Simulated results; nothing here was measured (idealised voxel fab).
You're looking at the process module voxel capacitor over wiring.
Square cells of 5 nm make up the cross-section cut, whose width is 215 nm.
For the purposes of this document, a cross-section shall be understood as a grid of square cells, specified as bands listed in top-to-bottom order, each band consisting of one or more rows of cells. Band entry format. Leading values: height of top, height of bottom, nm. Remainder: materials in left-to-right order, each with its width in nm. Special words: "throughout" on a single material, which then fills the band edge to edge; "empty", empty space. We count height from 0. Below that, the starting wafer is all one material. The lowest band never ends at the bottom but goes on down; see "top 0, no bottom" for how that is written. Quick explanation for "30->40": the width changes in equal steps down the rows of cells, from the first number in the band's top row to the second number in its bottom row. Take "no alteration" at face value: in the step it is given for, the cross-section changed in none of its cells. Any empty space of 8 cells or more lacking an open way to the top shows up in "Sealed voids" as width x height at distance, distance from the left edge, in nm. Where a step's line continues beyond its settings, the continuation is a remark by the simulator itself on that step. overlay nm: for a step with a mask, the amount by which the mask lay right of where it was planned; a negative amount means left of it.

## The steps planned for the process are as follows
1: RECEIVE, material Si
2: CONFORMAL_DEP, material SiO2, thk nm 10
3: DIRECTIONAL_DEP, material TiN, thk nm 5
4: DIRECTIONAL_DEP, material Ru, thk nm 20
5: DIRECTIONAL_DEP, material aC, thk nm 15
6: PATTERN, tone cover, mask id METAL_1, material resist, width nm 30, pitch nm 95, thk nm 30, overlay nm 0
7: DIRECTIONAL_ETCH, etch materials aC, depth nm 15
8: STRIP, etch materials resist
9: DIRECTIONAL_ETCH, etch materials Ru, depth nm 20
10: DIRECTIONAL_ETCH, etch materials TiN, depth nm 5
11: STRIP, etch materials aC
12: CONFORMAL_DEP, material SiN, thk nm 5
13: FILL_DEP, material lowk, thk nm 10
14: CMP, height nm 35
15: CONFORMAL_DEP, material SiCN, thk nm 5
16: DIRECTIONAL_DEP, material SiO2, thk nm 20
17: MASKED_ETCH, tone open, mask id PLUG_1, width nm 15, etch materials SiO2, depth nm 20, overlay nm 0
18: MASKED_ETCH, tone open, mask id PLUG_1, width nm 15, etch materials SiCN, depth nm 5, overlay nm 0
19: CONFORMAL_DEP, material TiN, thk nm 5
20: FILL_DEP, material Ru, thk nm 5
21: CMP, height nm 60
22: DIRECTIONAL_DEP, material TiN, thk nm 5
23: DIRECTIONAL_DEP, material HfO2, thk nm 5
24: DIRECTIONAL_DEP, material TiN, thk nm 5
25: PATTERN, tone cover, mask id UPPER_PLATE, material resist, width nm 70, thk nm 15, overlay nm 0
26: DIRECTIONAL_ETCH, etch materials TiN, depth nm 5
27: DIRECTIONAL_ETCH, etch materials HfO2, depth nm 5
28: STRIP, etch materials resist
29: PATTERN, tone cover, mask id LOWER_PLATE, material resist, width nm 80, thk nm 20, overlay nm 0
30: DIRECTIONAL_ETCH, etch materials TiN, depth nm 5
31: STRIP, etch materials resist
32: FILL_DEP, material SiO2, thk nm 20
33: CMP, height nm 90
34: PATTERN, tone open, mask id PLUG_2, material resist, width nm 15, thk nm 20, overlay nm 0
35: DIRECTIONAL_ETCH, etch materials SiO2, depth nm 15
36: STRIP, etch materials resist
37: CONFORMAL_DEP, material TiN, thk nm 5
38: FILL_DEP, material Cu, thk nm 10
39: CMP, height nm 90
40: CONFORMAL_DEP, material SiCN, thk nm 5

## Step 1 complete: cross-section of the wafer as received
	top 0, no bottom  Si throughout
	Sealed voids: none

## The first of two wafers, cross-sectioned at the end of the module, with the run proceeding as planned
	top 95, bottom 90  SiCN throughout
	top 90, bottom 80  70 SiO2 / 5 TiN / 5 Cu / 5 TiN / 130 SiO2
	top 80, bottom 70  70->60 SiO2 / 15->70 TiN / 130->85 SiO2
	top 70, bottom 65  60 SiO2 / 70 HfO2 / 85 SiO2
	top 65, bottom 60  55 SiO2 / 80 TiN / 80 SiO2
	top 60, bottom 40  60 SiO2 / 5 TiN / 5 Ru / 5 TiN / 140 SiO2
	top 40, bottom 35  60 SiCN / 15 TiN / 140 SiCN
	top 35, bottom 15  40 lowk / 5 SiN / 30 Ru / 5 SiN / 55 lowk / 5 SiN / 30 Ru / 5 SiN / 40 lowk
	top 15, bottom 10  45 SiN / 30 TiN / 65 SiN / 30 TiN / 45 SiN
	top 10, bottom 0  SiO2 throughout
	top 0, no bottom  Si throughout
	Sealed voids: none

## Here's the second of our two wafers sectioned at module end. Same start as the first, same plan, but one mistake got made running it
	top 95, bottom 90  SiCN throughout
	top 90, bottom 80  70 SiO2 / 5 TiN / 5 Cu / 5 TiN / 130 SiO2
	top 80, bottom 70  70->60 SiO2 / 15->70 TiN / 130->85 SiO2
	top 70, bottom 65  60 SiO2 / 70 HfO2 / 85 SiO2
	top 65, bottom 60  55 SiO2 / 80 TiN / 80 SiO2
	top 60, bottom 40  60 SiO2 / 5 TiN / 5 Ru / 5 TiN / 140 SiO2
	top 40, bottom 35  60 SiCN / 15 TiN / 140 SiCN
	top 35, bottom 15  45 lowk / 5 SiN / 20 Ru / 5 SiN / 65 lowk / 5 SiN / 20 Ru / 5 SiN / 45 lowk
	top 15, bottom 10  50 SiN / 20 TiN / 75 SiN / 20 TiN / 50 SiN
	top 10, bottom 0  SiO2 throughout
	top 0, no bottom  Si throughout
	Sealed voids: none
The mistake made against the process plan was this: planned and actual differ for step 6; actual: PATTERN, tone cover, mask id METAL_1, material resist, width nm 20, pitch nm 95, thk nm 30, overlay nm 0
Counted in cells at the end, the second wafer holds more or fewer of these materials than the first: -16 Ru, +4 SiN, -4 TiN, +16 lowk
